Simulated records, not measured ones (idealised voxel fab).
process module | voxel trench capacitor
cross-section cut | 285 nm wide | cells 5 nm
A cross-section is a grid of square cells, given in bands from the top down. A band is one or more rows of cells.
Each band's line starts with the height of the band's top and of its bottom, in nm. Then come its materials from left to right, each with its width in nm. One material with "throughout" fills the band from edge to edge. "air" is empty space.
Height 0 is the level under which the wafer as received is all one material. The lowest band goes on downwards, as in "0 down".
A width such as "30 to 40" changes by the same amount from each row of cells to the next, from the band's top row to its bottom row.
"no change" after a step means that no cell of the cross-section changed.
closed voids: empty space of 8 cells or more with no open way to the top, each as width x height at its distance from the left edge, in nm
after a step's settings: what the simulator itself notes on the step
overlay nm, on a step with a mask: how far to the right of its planned place the mask lay; to the left if negative
plan
1 op RECEIVE | material Si
2 op CONFORMAL_DEP | material SiN | thk nm 10
3 op PATTERN | tone open | mask id TRENCH | material resist | width nm 25 | pitch nm 55 | thk nm 20 | overlay nm 0
4 op DIRECTIONAL_ETCH | etch materials SiN | depth nm 10
5 op DIRECTIONAL_ETCH | etch materials Si | depth nm 40
6 op STRIP | etch materials resist
7 op CONFORMAL_DEP | material HfO2 | thk nm 5
8 op CONFORMAL_DEP | material TiN | thk nm 5
9 op FILL_DEP | material W | thk nm 10
10 op CMP | height nm 10
as received, after step 1
  0 down: Si throughout
  closed voids: none
a wafer at the end: this start, this plan, one mistake
  10 to 0: W 90 | TiN 5 | HfO2 5 | SiN 25 | HfO2 5 | TiN 5 | W 10 | TiN 5 | HfO2 5 | SiN 25 | HfO2 5 | TiN 5 | W 95
  0 to -30: W 90 | TiN 5 | HfO2 5 | Si 25 | HfO2 5 | TiN 5 | W 10 | TiN 5 | HfO2 5 | Si 25 | HfO2 5 | TiN 5 | W 95
  -30 to -35: TiN 95 | HfO2 5 | Si 25 | HfO2 5 | TiN 20 | HfO2 5 | Si 25 | HfO2 5 | TiN 100
  -35 to -40: HfO2 100 | Si 25 | HfO2 30 | Si 25 | HfO2 105
  -40 down: Si throughout
  closed voids: none
what went wrong: step 3 ran as: op PATTERN | tone cover | mask id TRENCH | material resist | width nm 25 | pitch nm 55 | thk nm 20 | overlay nm 0
